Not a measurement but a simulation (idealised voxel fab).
process module | voxel self aligned vias
cross-section cut | 235 nm wide | cells 5 nm
A cross-section is a grid of square cells, given in bands from the top down. A band is one or more rows of cells.
Each band's line starts with the height of the band's top and of its bottom, in nm. Then come its materials from left to right, each with its width in nm. One material with "throughout" fills the band from edge to edge. "air" is empty space.
Height 0 is the level under which the wafer as received is all one material. The lowest band goes on downwards, as in "0 down".
A width such as "30 to 40" changes by the same amount from each row of cells to the next, from the band's top row to its bottom row.
"no change" after a step means that no cell of the cross-section changed.
closed voids: empty space of 8 cells or more with no open way to the top, each as width x height at its distance from the left edge, in nm
after a step's settings: what the simulator itself notes on the step
overlay nm, on a step with a mask: how far to the right of its planned place the mask lay; to the left if negative
plan
1 op RECEIVE | material Si
2 op CONFORMAL_DEP | material SiO2 | thk nm 10
3 op CONFORMAL_DEP | material SiCN | thk nm 5
4 op DIRECTIONAL_DEP | material lowk | thk nm 20
5 op PATTERN | tone open | mask id LINES | material resist | width nm 20 | pitch nm 60 | thk nm 20 | overlay nm 0
6 op DIRECTIONAL_ETCH | etch materials lowk | depth nm 20
7 op STRIP | etch materials resist
8 op CONFORMAL_DEP | material TiN | thk nm 5
9 op FILL_DEP | material W | thk nm 5
10 op CMP | height nm 35
11 op SELECTIVE_ETCH | etch materials W Ru TiN | depth nm 10
12 op FILL_DEP | material SiN | thk nm 10
13 op CMP | height nm 35
14 op DIRECTIONAL_DEP | material lowk | thk nm 15
15 op PATTERN | tone open | mask id VIAS | material resist | width nm 40 | pitch nm 60 | thk nm 20 | overlay nm 0
16 op DIRECTIONAL_ETCH | etch materials lowk | depth nm 15
17 op DIRECTIONAL_ETCH | etch materials SiN | depth nm 10
18 op STRIP | etch materials resist
19 op CONFORMAL_DEP | material TiN | thk nm 5
20 op FILL_DEP | material W | thk nm 5
21 op CMP | height nm 50
22 op CONFORMAL_DEP | material SiCN | thk nm 5
as received, after step 1
  0 down: Si throughout
  closed voids: none
first wafer at the end, as planned
  55 to 50: SiCN throughout
  50 to 40: lowk 35 | TiN 5 | W 30 | TiN 5 | lowk 20 | TiN 5 | W 30 | TiN 5 | lowk 20 | TiN 5 | W 30 | TiN 5 | lowk 40
  40 to 30: lowk 35 to 45 | TiN 15 to 5 | W 10 | TiN 15 to 5 | lowk 20 to 40 | TiN 15 to 5 | W 10 | TiN 15 to 5 | lowk 20 to 40 | TiN 15 to 5 | W 10 | TiN 15 to 5 | lowk 40 to 50
  30 to 25: lowk 45 | TiN 20 | lowk 40 | TiN 20 | lowk 40 | TiN 20 | lowk 50
  25 to 20: lowk 45 | TiN 5 | W 10 | TiN 5 | lowk 40 | TiN 5 | W 10 | TiN 5 | lowk 40 | TiN 5 | W 10 | TiN 5 | lowk 50
  20 to 15: lowk 45 | TiN 20 | lowk 40 | TiN 20 | lowk 40 | TiN 20 | lowk 50
  15 to 10: SiCN throughout
  10 to 0: SiO2 throughout
  0 down: Si throughout
  closed voids: none
second wafer at the end: like start, like plan, one mistake
  55 to 50: SiCN throughout
  50 to 35: lowk 35 | TiN 5 | W 30 | TiN 5 | lowk 20 | TiN 5 | W 30 | TiN 5 | lowk 20 | TiN 5 | W 30 | TiN 5 | lowk 40
  35 to 30: SiN 35 | TiN 15 | W 10 | TiN 15 | SiN 20 | TiN 15 | W 10 | TiN 15 | SiN 20 | TiN 15 | W 10 | TiN 15 | SiN 40
  30 to 25: lowk 45 | TiN 20 | lowk 40 | TiN 20 | lowk 40 | TiN 20 | lowk 50
  25 to 15: lowk 45 | TiN 5 | W 10 | TiN 5 | lowk 40 | TiN 5 | W 10 | TiN 5 | lowk 40 | TiN 5 | W 10 | TiN 5 | lowk 50
  15 to 10: lowk 45 | TiN 20 | lowk 40 | TiN 20 | lowk 40 | TiN 20 | lowk 50
  10 to 0: SiO2 throughout
  0 down: Si throughout
  closed voids: none
what went wrong: step 3 was left out
at the end the second wafer has, in cells: 47 fewer of SiCN | 23 more of SiN | 6 more of TiN | 18 more of W
